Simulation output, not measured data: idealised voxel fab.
The document below concerns the process module designated voxel spacer lines.
Xsec cut, 190 nm wide, square cell size 5 nm.
Cross-section spec: square-cell grid; bands listed top down; each band is one or more rows. Heads up on the band format: heights come first, top then bottom, in nm. After that it's the materials left to right, each with its width in nm. A single material flagged "all across" fills the whole band edge to edge, and "empty" means there's empty space there. Measure heights from 0. That's the level where, below it, the as-received wafer is all one material. The lowest band is bottomless and extends downward; write it as in "top 0, no bottom". When a width is written as two numbers, as in "30 to 40", the first number is the width in the top row of cells of the band and the second is the width in its bottom row, and the width changes by the same amount from each row to the next. Step note "all unchanged" = no cross-section cell changed. Empty spaces without an open route to the top, at least 8 cells in extent, make up the entry "Enclosed internal cavities"; each is given as width x height at distance, where the distance is measured from the left edge, and all are in nm. after a step's settings: what the simulator itself notes on the step. "overlay nm" answers the question of how far to the right of plan the mask lay on a step that has a mask, and when it is negative the answer is to the left.

## Below is the list of planned process steps
step 1: RECEIVE with material Si
step 2: CONFORMAL_DEP with material Al2O3, thk nm 5
step 3: DIRECTIONAL_DEP with material TiN, thk nm 15
step 4: DIRECTIONAL_DEP with material aC, thk nm 20
step 5: PATTERN with tone cover, mask id MANDREL, material resist, width nm 15, pitch nm 50, thk nm 30, overlay nm 0
step 6: DIRECTIONAL_ETCH with etch materials aC, depth nm 20
step 7: STRIP with etch materials resist
step 8: CONFORMAL_DEP with material SiN, thk nm 10
step 9: DIRECTIONAL_ETCH with etch materials SiN, depth nm 10
step 10: STRIP with etch materials aC
step 11: DIRECTIONAL_ETCH with etch materials TiN, depth nm 15
step 12: STRIP with etch materials SiN
The plan shows the width nm of step 5 as the first wafer had it; this setting differs between the wafers, which start out alike.

## Cross-section: the first of several wafers in its as-received state, i.e. following step 1
    top 0, no bottom  Si all across
    Enclosed internal cavities: none

## first wafer at the end, after step 12
    top 20, bottom 5  empty: 50  TiN: 10  empty: 15  TiN: 10  empty: 15  TiN: 10  empty: 15  TiN: 10  empty: 55
    top 5, bottom 0  Al2O3 all across
    top 0, no bottom  Si all across
    Enclosed internal cavities: none

## Last wafer x-sec, end of module
    top 20, bottom 5  empty: 45  TiN: 10  empty: 30  TiN: 20  empty: 30  TiN: 10  empty: 45
    top 5, bottom 0  Al2O3 all across
    top 0, no bottom  Si all across
    Enclosed internal cavities: none

## Quick key for the table: a row per wafer, taken at the end of the module. For each material it tells you how many cells the wafer gained (+) or lost (-) since it came in, and the closed voids come after
width nm 15; +38 Al2O3; +24 TiN; Enclosed internal cavities: none
width nm 20; +38 Al2O3; +24 TiN; Enclosed internal cavities: none
width nm 25; +38 Al2O3; +24 TiN; Enclosed internal cavities: none
width nm 30; +38 Al2O3; +24 TiN; Enclosed internal cavities: none
